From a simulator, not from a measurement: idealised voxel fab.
Name of the process module below: voxel wiring stack
We display cut, a cross-section 140 nm in width whose square cells are each 5 nm.
When this document writes out a cross-section, it uses a grid of square cells and lists it as bands, beginning at the top and moving down, with a band standing for one or more rows of cells. Top, bottom (nm), then materials left to right with widths (nm); lone material tagged "full width" fills the whole band edge to edge; "empty" = empty space. Measure heights from 0. That's the level where, below it, the as-received wafer is all one material. The lowest band is bottomless and extends downward; write it as in "0..down". Quick explanation for "30->40": the width changes in equal steps down the rows of cells, from the first number in the band's top row to the second number in its bottom row. A step reported as "all unchanged" is a step in which no cell of the cross-section changed. Entry "Internal closed voids". Content: empty spaces with no open connection to the top, size 8 cells or greater. Each: width x height at distance. Distance: from left edge. Unit: nm. Whatever follows a step's settings on its line is a remark the simulator itself makes about that step. Regarding "overlay nm": on a step with a mask, it is the distance the mask lay to the right of its planned place; a negative value places it to the left.
# Planned process steps
step 1: RECEIVE (material Si)
step 2: CONFORMAL_DEP (material SiO2; thk nm 10)
step 3: CONFORMAL_DEP (material SiCN; thk nm 5)
step 4: DIRECTIONAL_DEP (material SiO2; thk nm 25)
step 5: MASKED_ETCH (tone open; mask id METAL_1; width nm 20; pitch nm 35; etch materials SiO2; depth nm 25; overlay nm 0)
step 6: MASKED_ETCH (tone open; mask id METAL_1; width nm 20; pitch nm 35; etch materials SiCN; depth nm 5; overlay nm 0)
step 7: CONFORMAL_DEP (material TiN; thk nm 5)
step 8: FILL_DEP (material W; thk nm 10)
step 9: CMP (height nm 40)
step 10: EPI (material Ru; thk nm 5)
step 11: FILL_DEP (material SiCN; thk nm 5)
step 12: DIRECTIONAL_DEP (material lowk; thk nm 10)
step 13: PATTERN (tone open; mask id PLUG_1; material resist; width nm 15; pitch nm 70; thk nm 20; overlay nm 0)
step 14: DIRECTIONAL_ETCH (etch materials lowk; depth nm 10)
step 15: DIRECTIONAL_ETCH (etch materials SiCN; depth nm 5)
step 16: STRIP (etch materials resist)
step 17: CONFORMAL_DEP (material TiN; thk nm 5)
step 18: FILL_DEP (material W; thk nm 5)
step 19: CMP (height nm 60)
step 20: DIRECTIONAL_DEP (material TiN; thk nm 5)
step 21: DIRECTIONAL_DEP (material Ru; thk nm 20)
step 22: MASKED_ETCH (tone cover; mask id METAL_2; width nm 20; pitch nm 35; etch materials Ru; depth nm 20; overlay nm 0)
step 23: MASKED_ETCH (tone cover; mask id METAL_2; width nm 20; pitch nm 35; etch materials TiN; depth nm 5; overlay nm 0)
step 24: CONFORMAL_DEP (material SiN; thk nm 5)
step 25: FILL_DEP (material lowk; thk nm 10)
step 26: CMP (height nm 85)
step 27: CONFORMAL_DEP (material SiCN; thk nm 5)
step 28: DIRECTIONAL_DEP (material SiO2; thk nm 35)
step 29: PATTERN (tone open; mask id METAL_3; material resist; width nm 20; pitch nm 35; thk nm 15; overlay nm 0)
step 30: DIRECTIONAL_ETCH (etch materials SiO2; depth nm 20)
step 31: STRIP (etch materials resist)
step 32: PATTERN (tone open; mask id METAL_3_HOLES; material resist; width nm 15; pitch nm 35; thk nm 15; overlay nm 0)
step 33: DIRECTIONAL_ETCH (etch materials SiO2; depth nm 15)
step 34: DIRECTIONAL_ETCH (etch materials SiCN; depth nm 5)
step 35: STRIP (etch materials resist)
step 36: CONFORMAL_DEP (material TiN; thk nm 5)
step 37: FILL_DEP (material Cu; thk nm 10)
step 38: CMP (height nm 125)
step 39: CONFORMAL_DEP (material SiN; thk nm 5)
# As received (post step 1): cross-section
	0..down = Si full width
	Internal closed voids: none
# First of two wafers: cross-section at end of module, run per plan
	130..125 = SiN full width
	125..110 = 25 of SiO2, then 5 of TiN, then 10 of Cu, then 5 of TiN, then 15 of SiO2, then 5 of TiN, then 10 of Cu, then 5 of TiN, then 15 of SiO2, then 5 of TiN, then 10 of Cu, then 5 of TiN, then 25 of SiO2
	110..105 = 25 of SiO2, then 5 of TiN, then 5 of Cu, then 10 of TiN, then 15 of SiO2, then 5 of TiN, then 5 of Cu, then 10 of TiN, then 15 of SiO2, then 5 of TiN, then 5 of Cu, then 10 of TiN, then 25 of SiO2
	105..90 = 25 of SiO2, then 5 of TiN, then 5 of Cu, then 5 of TiN, then 20 of SiO2, then 5 of TiN, then 5 of Cu, then 5 of TiN, then 20 of SiO2, then 5 of TiN, then 5 of Cu, then 5 of TiN, then 30 of SiO2
	90..85 = 25 of SiCN, then 15 of TiN, then 20 of SiCN, then 15 of TiN, then 20 of SiCN, then 15 of TiN, then 30 of SiCN
	85..65 = 20 of lowk, then 5 of SiN, then 20 of Ru, then 5 of SiN, then 5 of lowk, then 5 of SiN, then 20 of Ru, then 5 of SiN, then 5 of lowk, then 5 of SiN, then 20 of Ru, then 5 of SiN, then 20 of lowk
	65..60 = 25 of SiN, then 20 of TiN, then 15 of SiN, then 20 of TiN, then 15 of SiN, then 20 of TiN, then 25 of SiN
	60..50 = 25 of lowk, then 5 of TiN, then 5 of W, then 5 of TiN, then 55 of lowk, then 5 of TiN, then 5 of W, then 5 of TiN, then 30 of lowk
	50..45 = 25 of SiCN, then 15 of TiN, then 55 of SiCN, then 15 of TiN, then 30 of SiCN
	45..40 = 20 of SiCN, then 30 of Ru, then 5 of SiCN, then 30 of Ru, then 5 of SiCN, then 30 of Ru, then 20 of SiCN
	40..15 = 25 of SiO2, then 5 of TiN, then 10 of W, then 5 of TiN, then 15 of SiO2, then 5 of TiN, then 10 of W, then 5 of TiN, then 15 of SiO2, then 5 of TiN, then 10 of W, then 5 of TiN, then 25 of SiO2
	15..10 = 25 of SiCN, then 20 of TiN, then 15 of SiCN, then 20 of TiN, then 15 of SiCN, then 20 of TiN, then 25 of SiCN
	10..0 = SiO2 full width
	0..down = Si full width
	Internal closed voids: none
# So this is wafer number two of the two, cut at the end of the module - it started where the first did and had the same plan, we just got one thing wrong running it
	130..125 = SiN full width
	125..110 = 25 of SiO2, then 5 of TiN, then 10 of Cu, then 5 of TiN, then 15 of SiO2, then 5 of TiN, then 10 of Cu, then 5 of TiN, then 15 of SiO2, then 5 of TiN, then 10 of Cu, then 5 of TiN, then 25 of SiO2
	110..105 = 25 of SiO2, then 5 of TiN, then 5 of Cu, then 10 of TiN, then 15 of SiO2, then 5 of TiN, then 5 of Cu, then 10 of TiN, then 15 of SiO2, then 5 of TiN, then 5 of Cu, then 10 of TiN, then 25 of SiO2
	105..90 = 25 of SiO2, then 5 of TiN, then 5 of Cu, then 5 of TiN, then 20 of SiO2, then 5 of TiN, then 5 of Cu, then 5 of TiN, then 20 of SiO2, then 5 of TiN, then 5 of Cu, then 5 of TiN, then 30 of SiO2
	90..85 = 25 of SiCN, then 15 of TiN, then 20 of SiCN, then 15 of TiN, then 20 of SiCN, then 15 of TiN, then 30 of SiCN
	85..65 = 20 of lowk, then 5 of SiN, then 20 of Ru, then 5 of SiN, then 5 of lowk, then 5 of SiN, then 20 of Ru, then 5 of SiN, then 5 of lowk, then 5 of SiN, then 20 of Ru, then 5 of SiN, then 20 of lowk
	65..60 = 25 of SiN, then 20 of TiN, then 15 of SiN, then 20 of TiN, then 15 of SiN, then 20 of TiN, then 25 of SiN
	60..50 = 25 of lowk, then 5 of TiN, then 5 of W, then 5 of TiN, then 55 of lowk, then 5 of TiN, then 5 of W, then 5 of TiN, then 30 of lowk
	50..45 = 25 of SiCN, then 15 of TiN, then 55 of SiCN, then 15 of TiN, then 30 of SiCN
	45..40 = Ru full width
	40..35 = 30 of TiN, then 10 of W, then 25 of TiN, then 10 of W, then 25 of TiN, then 10 of W, then 30 of TiN
	35..15 = 25 of SiO2, then 5 of TiN, then 10 of W, then 5 of TiN, then 15 of SiO2, then 5 of TiN, then 10 of W, then 5 of TiN, then 15 of SiO2, then 5 of TiN, then 10 of W, then 5 of TiN, then 25 of SiO2
	15..10 = 25 of SiCN, then 20 of TiN, then 15 of SiCN, then 20 of TiN, then 15 of SiCN, then 20 of TiN, then 25 of SiCN
	10..0 = SiO2 full width
	0..down = Si full width
	Internal closed voids: none
Finding, execution versus plan: step 4 ran with different settings than intended, the actual operation and settings being DIRECTIONAL_DEP (material SiO2; thk nm 20)
Counted in cells at the end, the second wafer holds more or fewer of these materials than the first: +10 Ru, -10 SiCN, -16 SiO2, +16 TiN
